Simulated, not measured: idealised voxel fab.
The process module presented herein is designated voxel self aligned contacts.
Xsec cut, 300 nm wide, square cell size 5 nm.
Each cross-section below is a grid of square cells, stated as bands in top-down order, with one or more rows of cells making up each band.
Basically the band line says how high the top is and how high the bottom is, in nm, and then what's in it from left to right, every material with its width in nm. Empty space shows up as "blank", and if a single material carries "throughout" it runs the full band edge to edge.
Measure heights from 0. That's the level where, below it, the as-received wafer is all one material. The lowest band is bottomless and extends downward; write it as in "z 0 and below".
Per-row width for "30..40": begins at first number (top row of band), ends at second number (bottom row), increment between rows held constant.
"no modifications" after a step means that no cell of the cross-section changed.
Closed void register: empty space of 8 cells or more with no open way to the top, each as width x height at its distance from the left edge, in nm
Step line, after settings: the simulator's comment on this step.
overlay nm: on a step with a mask, how far right of its planned place the mask lay; negative means left.

These are the steps we planned for the process
- 1: RECEIVE, material Si
- 2: OXIDIZE, depth nm 5
- 3: DIRECTIONAL_DEP, material polySi, thk nm 30
- 4: DIRECTIONAL_DEP, material SiN, thk nm 20
- 5: PATTERN, tone cover, mask id GATE, material resist, width nm 25, pitch nm 60, thk nm 20, overlay nm 0
- 6: DIRECTIONAL_ETCH, etch materials SiN, depth nm 20
- 7: DIRECTIONAL_ETCH, etch materials polySi, depth nm 30
- 8: STRIP, etch materials resist
- 9: CONFORMAL_DEP, material SiN, thk nm 10
- 10: DIRECTIONAL_ETCH, etch materials SiN, depth nm 10
- 11: FILL_DEP, material SiO2, thk nm 15
- 12: CMP, height nm 55
- 13: DIRECTIONAL_DEP, material aC, thk nm 15
- 14: PATTERN, tone open, mask id CONTACT, material resist, width nm 45, pitch nm 60, thk nm 30, overlay nm 0
- 15: DIRECTIONAL_ETCH, etch materials aC, depth nm 15
- 16: STRIP, etch materials resist
- 17: DIRECTIONAL_ETCH, etch materials SiO2, depth nm 60
- 18: STRIP, etch materials aC
- 19: CONFORMAL_DEP, material TiN, thk nm 5
- 20: FILL_DEP, material W, thk nm 5
- 21: CMP, height nm 55
- 22: CONFORMAL_DEP, material SiCN, thk nm 5

This is the cross-section of the wafer as we received it, i.e. after step 1
* z 0 and below: Si throughout
* Closed void register: none

Cross-section, first of two wafers, end of module, run as planned
* z 60 to 55: SiCN throughout
* z 55 to 50: SiO2 95 / TiN 20 / W 5 / TiN 20 / SiO2 15 / TiN 20 / W 5 / TiN 20 / SiO2 100
* z 50 to 30: SiO2 65 / SiN 45 / TiN 5 / W 5 / TiN 5 / SiN 45 / TiN 5 / W 5 / TiN 5 / SiN 45 / SiO2 70
* z 30 to 0: SiO2 65 / SiN 10 / polySi 25 / SiN 10 / TiN 5 / W 5 / TiN 5 / SiN 10 / polySi 25 / SiN 10 / TiN 5 / W 5 / TiN 5 / SiN 10 / polySi 25 / SiN 10 / SiO2 70
* z 0 to -5: SiO2 110 / TiN 15 / SiO2 45 / TiN 15 / SiO2 115
* z -5 and below: Si throughout
* Closed void register: none

Here's the second of our two wafers sectioned at module end. Same start as the first, same plan, but one mistake got made running it
* z 60 to 55: SiCN throughout
* z 55 to 35: SiO2 65 / SiN 10 / polySi 25 / SiN 10 / TiN 5 / W 5 / TiN 5 / SiN 10 / polySi 25 / SiN 10 / TiN 5 / W 5 / TiN 5 / SiN 10 / polySi 25 / SiN 10 / SiO2 70
* z 35 to 30: SiO2 65 / SiN 10 / polySi 25 / SiN 10 / TiN 15 / SiN 10 / polySi 25 / SiN 10 / TiN 15 / SiN 10 / polySi 25 / SiN 10 / SiO2 70
* z 30 to 0: polySi throughout
* z 0 to -5: SiO2 throughout
* z -5 and below: Si throughout
* Closed void register: none
Short version of what went wrong: step 3, plan: ran twice
Final cells, second wafer relative to first, materials higher or lower: SiN: 120 fewer, SiO2: 171 fewer, TiN: 40 fewer, W: 14 fewer, polySi: 345 more
